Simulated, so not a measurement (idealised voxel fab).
This section sets out a process module, namely voxel transistor to metal.
Section shown: cut. Width: 215 nm. Cell size: 5 nm, square.
A cross-section is a grid of square cells, given in bands from the top down. A band is one or more rows of cells.
It is stipulated that each band's entry specify, in nanometres, the height of the top of the band and then that of its bottom, followed by the materials of the band in left-to-right sequence, each together with its width in nanometres. A single material marked by the word "full width" is understood to fill the band from edge to edge; the word "empty" is understood to denote empty space.
It should be noted that heights are counted from 0, beneath which the wafer as supplied is of one material throughout, and that the lowest band possesses no lower boundary but continues downward, as written in "0 nm and below".
Width: "30..40" (first number = top row, second number = bottom row, same change from row to row of cells).
The cross-section has no changed cell in any step marked "remained the same".
Sealed voids: empty space of 8 cells or more with no open way to the top, each as width x height at its distance from the left edge, in nm
Step line, after settings: the simulator's comment on this step.
overlay nm: mask right of planned place by this much (step with mask). Neg. = left.

Listed below are the process steps as planned
1,RECEIVE (material Si)
2,OXIDIZE (depth nm 5)
3,CONFORMAL_DEP (material SiN; thk nm 15)
4,MASKED_ETCH (tone cover; mask id ACTIVE; width nm 105; etch materials SiN; depth nm 15; overlay nm 0)
5,MASKED_ETCH (tone cover; mask id ACTIVE; width nm 105; etch materials SiO2; depth nm 5; overlay nm 0)
6,MASKED_ETCH (tone cover; mask id ACTIVE; width nm 105; etch materials Si; depth nm 25; overlay nm 0)
7,OXIDIZE (depth nm 5)
8,FILL_DEP (material SiO2; thk nm 15)
9,CMP (height nm 15)
10,SELECTIVE_ETCH (etch materials SiO2; depth nm 10)
11,STRIP (etch materials SiN)
12,SELECTIVE_ETCH (etch materials SiO2; depth nm 5)
13,OXIDIZE (depth nm 5)
14,DIRECTIONAL_DEP (material polySi; thk nm 25)
15,DIRECTIONAL_DEP (material SiCN; thk nm 10)
16,PATTERN (tone cover; mask id GATE; material resist; width nm 15; thk nm 15; overlay nm 0)
17,DIRECTIONAL_ETCH (etch materials SiCN; depth nm 20)
18,DIRECTIONAL_ETCH (etch materials polySi; depth nm 35)
19,STRIP (etch materials resist)
20,CONFORMAL_DEP (material SiO2; thk nm 5)
21,DIRECTIONAL_ETCH (etch materials SiO2; depth nm 5)
22,CONFORMAL_DEP (material SiN; thk nm 10)
23,DIRECTIONAL_ETCH (etch materials SiN; depth nm 10)
24,DIRECTIONAL_ETCH (etch materials SiO2; depth nm 5)
25,DIRECTIONAL_ETCH (etch materials Si; depth nm 5)
26,EPI (material nSi; thk nm 10)
27,FILL_DEP (material SiO2; thk nm 10)
28,CMP (height nm 30)
29,DIRECTIONAL_DEP (material SiO2; thk nm 10)
30,MASKED_ETCH (tone open; mask id CONTACT; width nm 20; pitch nm 75; etch materials SiO2; depth nm 40; overlay nm 0)
31,CONFORMAL_DEP (material TiN; thk nm 5)
32,FILL_DEP (material W; thk nm 10)
33,CMP (height nm 40)
34,DIRECTIONAL_DEP (material TiN; thk nm 5)
35,DIRECTIONAL_DEP (material W; thk nm 15)
36,MASKED_ETCH (tone cover; mask id METAL_1; width nm 20; pitch nm 75; etch materials W; depth nm 15; overlay nm 0)
37,MASKED_ETCH (tone cover; mask id METAL_1; width nm 20; pitch nm 75; etch materials TiN; depth nm 5; overlay nm 0)
38,CONFORMAL_DEP (material SiN; thk nm 5)
39,FILL_DEP (material lowk; thk nm 10)
40,CMP (height nm 60)
41,CONFORMAL_DEP (material SiCN; thk nm 5)
42,DIRECTIONAL_DEP (material SiO2; thk nm 35)
43,PATTERN (tone open; mask id METAL_2_HOLES; material resist; width nm 15; pitch nm 75; thk nm 20; overlay nm 0)
44,DIRECTIONAL_ETCH (etch materials SiO2; depth nm 35)
45,STRIP (etch materials resist)
46,DIRECTIONAL_DEP (material aC; thk nm 15)
47,PATTERN (tone open; mask id METAL_2; material resist; width nm 20; pitch nm 75; thk nm 30; overlay nm 0)
48,DIRECTIONAL_ETCH (etch materials aC; depth nm 15)
49,STRIP (etch materials resist)
50,DIRECTIONAL_ETCH (etch materials SiO2; depth nm 20)
51,DIRECTIONAL_ETCH (etch materials SiCN; depth nm 5)
52,STRIP (etch materials aC)
53,CONFORMAL_DEP (material TiN; thk nm 5)
54,FILL_DEP (material Ru; thk nm 10)
55,CMP (height nm 100)
56,CONFORMAL_DEP (material SiN; thk nm 5)

Here's what the wafer looked like in cross-section when it arrived - that's after step 1
  0 nm and below  Si full width
  Sealed voids: none

Final cross-section, module run with one mistake (start and plan as above)
  105 nm to 100 nm  SiN full width
  100 nm to 85 nm  SiO2: 60, TiN: 5, Ru: 10, TiN: 5, SiO2: 55, TiN: 5, Ru: 10, TiN: 5, SiO2: 60
  85 nm to 80 nm  SiO2: 60, TiN: 5, Ru: 5, TiN: 10, SiO2: 55, TiN: 5, Ru: 5, TiN: 10, SiO2: 60
  80 nm to 65 nm  SiO2: 60, TiN: 5, Ru: 5, TiN: 5, SiO2: 60, TiN: 5, Ru: 5, TiN: 5, SiO2: 65
  65 nm to 60 nm  SiCN: 60, TiN: 15, SiCN: 60, TiN: 15, SiCN: 65
  60 nm to 45 nm  lowk: 55, SiN: 5, W: 20, SiN: 5, lowk: 45, SiN: 5, W: 20, SiN: 5, lowk: 55
  45 nm to 40 nm  SiN: 60, TiN: 20, SiN: 55, TiN: 20, SiN: 60
  40 nm to 30 nm  SiO2: 60, TiN: 5, W: 10, TiN: 5, SiO2: 55, TiN: 5, W: 10, TiN: 5, SiO2: 60
  30 nm to 20 nm  SiO2: 60, TiN: 5, W: 10, TiN: 5, SiO2: 10, SiN: 10, SiCN: 15, SiN: 10, SiO2: 10, TiN: 5, W: 10, TiN: 5, SiO2: 60
  20 nm to 5 nm  SiO2: 60, TiN: 5, W: 10, TiN: 5, SiO2: 10, SiN: 10, polySi: 15, SiN: 10, SiO2: 10, TiN: 5, W: 10, TiN: 5, SiO2: 60
  5 nm to 0 nm  SiO2: 60, TiN: 20, SiO2: 10, SiN: 10, polySi: 15, SiN: 10, SiO2: 10, TiN: 20, SiO2: 60
  0 nm to -5 nm  SiO2: 80, nSi: 10, SiN: 10, polySi: 15, SiN: 10, nSi: 10, SiO2: 80
  -5 nm to -10 nm  SiO2: 50, SiN: 10, nSi: 30, SiN: 10, SiO2: 15, SiN: 10, nSi: 30, SiN: 10, SiO2: 50
  -10 nm to -15 nm  SiO2: 60, nSi: 30, Si: 35, nSi: 30, SiO2: 60
  -15 nm to -35 nm  SiO2: 60, Si: 95, SiO2: 60
  -35 nm and below  Si full width
  Sealed voids: none
Short version of what went wrong: the run left out plan step 20 entirely, so it was never executed
